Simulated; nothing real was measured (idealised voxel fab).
A process module follows: voxel capacitor over wiring.
Cross-section cut spans 200 nm and uses square cells 5 nm in size.
The cross-sections in this document take the form of a grid made of square cells. They are written out as bands, in order from top to bottom. Each band consists of one or more rows of cells.
Band: top height; bottom height; in nm. Then, left to right: material with width in nm, for each material. "everywhere": a single material spanning edge to edge. "blank": empty space.
Heights are reckoned from 0. Under this level, the received wafer is all of one material. The bottommost band is open-ended downward, for example "0 down".
A width such as "30 to 40" changes by the same amount from each row of cells to the next, from the band's top row to its bottom row.
Given "nothing changed" for a step, no cell of the cross-section differs between before and after that step.
What "Enclosed cavity list" gives you is every empty space of 8 cells or more that is cut off from the top. Each appears as width x height at distance, with the distance taken from the left edge and width, height and distance all in nm.
Whatever follows a step's settings on its line is a remark the simulator itself makes about that step.
overlay nm: mask offset rightward from planned place, masked step; negative means leftward offset.
**Steps planned for the process**
1) op RECEIVE | material Si
2) op CONFORMAL_DEP | material SiO2 | thk nm 15
3) op DIRECTIONAL_DEP | material TiN | thk nm 5
4) op DIRECTIONAL_DEP | material Ru | thk nm 25
5) op PATTERN | tone cover | mask id METAL_1 | material resist | width nm 25 | pitch nm 85 | thk nm 20 | overlay nm 0
6) op DIRECTIONAL_ETCH | etch materials Ru | depth nm 25
7) op DIRECTIONAL_ETCH | etch materials TiN | depth nm 5
8) op STRIP | etch materials resist
9) op FILL_DEP | material SiO2 | thk nm 10
10) op CMP | height nm 45
11) op CONFORMAL_DEP | material SiCN | thk nm 5
12) op DIRECTIONAL_DEP | material lowk | thk nm 20
13) op MASKED_ETCH | tone open | mask id PLUG_1 | width nm 15 | etch materials lowk | depth nm 20 | overlay nm 0
14) op MASKED_ETCH | tone open | mask id PLUG_1 | width nm 15 | etch materials SiCN | depth nm 5 | overlay nm 0
15) op EPI | material Ru | thk nm 10
16) op EPI | material Ru | thk nm 10
17) op EPI | material Ru | thk nm 5
18) op DIRECTIONAL_DEP | material TiN | thk nm 10
19) op DIRECTIONAL_DEP | material HfO2 | thk nm 5
20) op DIRECTIONAL_DEP | material TiN | thk nm 10
21) op DIRECTIONAL_DEP | material aC | thk nm 10
22) op PATTERN | tone cover | mask id UPPER_PLATE | material resist | width nm 65 | thk nm 30 | overlay nm 0
23) op DIRECTIONAL_ETCH | etch materials aC | depth nm 10
24) op STRIP | etch materials resist
25) op DIRECTIONAL_ETCH | etch materials TiN | depth nm 10
26) op DIRECTIONAL_ETCH | etch materials HfO2 | depth nm 5
27) op STRIP | etch materials aC
28) op DIRECTIONAL_DEP | material aC | thk nm 15
29) op PATTERN | tone cover | mask id LOWER_PLATE | material resist | width nm 75 | thk nm 35 | overlay nm 0
30) op DIRECTIONAL_ETCH | etch materials aC | depth nm 15
31) op STRIP | etch materials resist
32) op DIRECTIONAL_ETCH | etch materials TiN | depth nm 10
33) op STRIP | etch materials aC
34) op FILL_DEP | material SiO2 | thk nm 20
35) op CMP | height nm 110
36) op PATTERN | tone open | mask id PLUG_2 | material resist | width nm 15 | thk nm 15 | overlay nm 0
37) op DIRECTIONAL_ETCH | etch materials SiO2 | depth nm 15
38) op STRIP | etch materials resist
39) op CONFORMAL_DEP | material TiN | thk nm 5
40) op FILL_DEP | material Ru | thk nm 10
41) op CMP | height nm 110
42) op CONFORMAL_DEP | material SiN | thk nm 5
**Incoming wafer, cross-sectional view, post step 1**
	0 down = Si everywhere
	Enclosed cavity list: none
**Wafer cross-section at end of module: start and plan as shown above, one execution error**
	115 to 110 = SiN everywhere
	110 to 100 = SiO2 (65) / TiN (5) / Ru (5) / TiN (5) / SiO2 (120)
	100 to 95 = SiO2 (65) / TiN (15) / SiO2 (120)
	95 to 85 = SiO2 (55) / TiN (65) / SiO2 (80)
	85 to 75 = SiO2 (50) / TiN (75) / SiO2 (75)
	75 to 70 = HfO2 everywhere
	70 to 50 = lowk (55) / Ru (15) / lowk (130)
	50 to 45 = SiCN (55) / Ru (15) / SiCN (130)
	45 to 20 = SiO2 (45) / Ru (25) / SiO2 (60) / Ru (25) / SiO2 (45)
	20 to 15 = SiO2 (45) / TiN (25) / SiO2 (60) / TiN (25) / SiO2 (45)
	15 to 0 = SiO2 everywhere
	0 down = Si everywhere
	Enclosed cavity list: none
what went wrong: deviation from plan: step 19 and step 18 executed in one another's positions
